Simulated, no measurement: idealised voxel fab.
Documented hereafter: the process module known as voxel tone inversion.
Square cells of 5 nm make up the cross-section cut, whose width is 240 nm.
Just so we're on the same page, the cross-sections are grids of square cells, and they're listed out in bands top to bottom, each band one or more rows deep.
Top, bottom (nm), then materials left to right with widths (nm); lone material tagged "all across" fills the whole band edge to edge; "air" = empty space.
Convention: height 0 is the level below which the wafer, as received, is all one material. The lowest band does not terminate at the bottom but continues downward, represented as "0 and below".
The notation "30..40" denotes a width that varies across the rows of cells in the band, beginning at the first number in the top row, finishing at the second number in the bottom row, and changing by an identical amount from each row to the next.
Key: "nothing altered" - step with no changed cell in the cross-section.
"Encapsulated voids" means: voids of 8 cells or more that are shut off from the top with no open way through. Written width x height at distance, distance from the left edge, in nm.
Formally, on a step line, whatever follows the settings is a remark that the simulator itself makes on the step.
Each step line may optionally specify "overlay nm", which for a step with a mask gives the rightward distance between the mask's planned place and where it lay, a negative value indicating the leftward direction.
# The steps planned for the process are as follows
1 RECEIVE: material Si
2 CONFORMAL_DEP: material SiN, thk nm 5
3 DIRECTIONAL_DEP: material aC, thk nm 20
4 PATTERN: tone cover, mask id POSTS, material resist, width nm 15, pitch nm 45, thk nm 30, overlay nm 0
5 DIRECTIONAL_ETCH: etch materials aC, depth nm 20
6 STRIP: etch materials resist
7 FILL_DEP: material SiO2, thk nm 5
8 CMP: height nm 25
9 STRIP: etch materials aC
10 CONFORMAL_DEP: material TiN, thk nm 5
11 FILL_DEP: material Ru, thk nm 5
12 CMP: height nm 25
13 CONFORMAL_DEP: material SiN, thk nm 5
# The cross-section here shows the wafer as received, i.e. in its state after step 1
* 0 and below: Si all across
* Encapsulated voids: none
# End-of-module XS, first of two wafers, run as planned
* 30 down to 25: SiN all across
* 25 down to 10: SiO2=45, then TiN=5, then Ru=5, then TiN=5, then SiO2=30, then TiN=5, then Ru=5, then TiN=5, then SiO2=30, then TiN=5, then Ru=5, then TiN=5, then SiO2=30, then TiN=5, then Ru=5, then TiN=5, then SiO2=45
* 10 down to 5: SiO2=45, then TiN=15, then SiO2=30, then TiN=15, then SiO2=30, then TiN=15, then SiO2=30, then TiN=15, then SiO2=45
* 5 down to 0: SiN all across
* 0 and below: Si all across
* Encapsulated voids: none
# Cross-section at end of module for the second wafer of two, which matched the first in starting point and plan and differed by one mistake in its processing
* 30 down to 25: SiN all across
* 25 down to 10: SiO2=45, then TiN=5, then Ru=10, then TiN=5, then SiO2=25, then TiN=5, then Ru=10, then TiN=5, then SiO2=25, then TiN=5, then Ru=10, then TiN=5, then SiO2=25, then TiN=5, then Ru=10, then TiN=5, then SiO2=40
* 10 down to 5: SiO2=45, then TiN=20, then SiO2=25, then TiN=20, then SiO2=25, then TiN=20, then SiO2=25, then TiN=20, then SiO2=40
* 5 down to 0: SiN all across
* 0 and below: Si all across
* Encapsulated voids: none
Which mistake was made when the wafer was run? note that step 4 departed from the planned setting and was carried out as PATTERN: tone cover, mask id POSTS, material resist, width nm 20, pitch nm 45, thk nm 30, overlay nm 0
Final cells, second wafer relative to first, materials higher or lower: +12 Ru | -16 SiO2 | +4 TiN
